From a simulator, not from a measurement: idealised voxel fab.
process module | voxel trench capacitor
cross-section cut | 205 nm wide | cells 5 nm
A cross-section is a grid of square cells, given in bands from the top down. A band is one or more rows of cells.
Each band's line starts with the height of the band's top and of its bottom, in nm. Then come its materials from left to right, each with its width in nm. One material with "throughout" fills the band from edge to edge. "air" is empty space.
Height 0 is the level under which the wafer as received is all one material. The lowest band goes on downwards, as in "0 down".
A width such as "30 to 40" changes by the same amount from each row of cells to the next, from the band's top row to its bottom row.
"no change" after a step means that no cell of the cross-section changed.
closed voids: empty space of 8 cells or more with no open way to the top, each as width x height at its distance from the left edge, in nm
after a step's settings: what the simulator itself notes on the step
overlay nm, on a step with a mask: how far to the right of its planned place the mask lay; to the left if negative
plan
1 op RECEIVE | material Si
2 op CONFORMAL_DEP | material SiN | thk nm 10
3 op MASKED_ETCH | tone open | mask id TRENCH | width nm 25 | pitch nm 45 | etch materials SiN | depth nm 10 | overlay nm 0
4 op MASKED_ETCH | tone open | mask id TRENCH | width nm 25 | pitch nm 45 | etch materials Si | depth nm 25 | overlay nm 0
5 op CONFORMAL_DEP | material Al2O3 | thk nm 5
6 op FILL_DEP | material polySi | thk nm 5
7 op CMP | height nm 10
as received, after step 1
  0 down: Si throughout
  closed voids: none
a wafer at the end: this start, this plan, one mistake
  10 to 5: polySi throughout
  5 to 0: Al2O3 70 | polySi 15 | Al2O3 30 | polySi 15 | Al2O3 75
  0 to -20: Si 65 | Al2O3 5 | polySi 15 | Al2O3 5 | Si 20 | Al2O3 5 | polySi 15 | Al2O3 5 | Si 70
  -20 to -25: Si 65 | Al2O3 25 | Si 20 | Al2O3 25 | Si 70
  -25 down: Si throughout
  closed voids: none
what went wrong: step 2 was left out
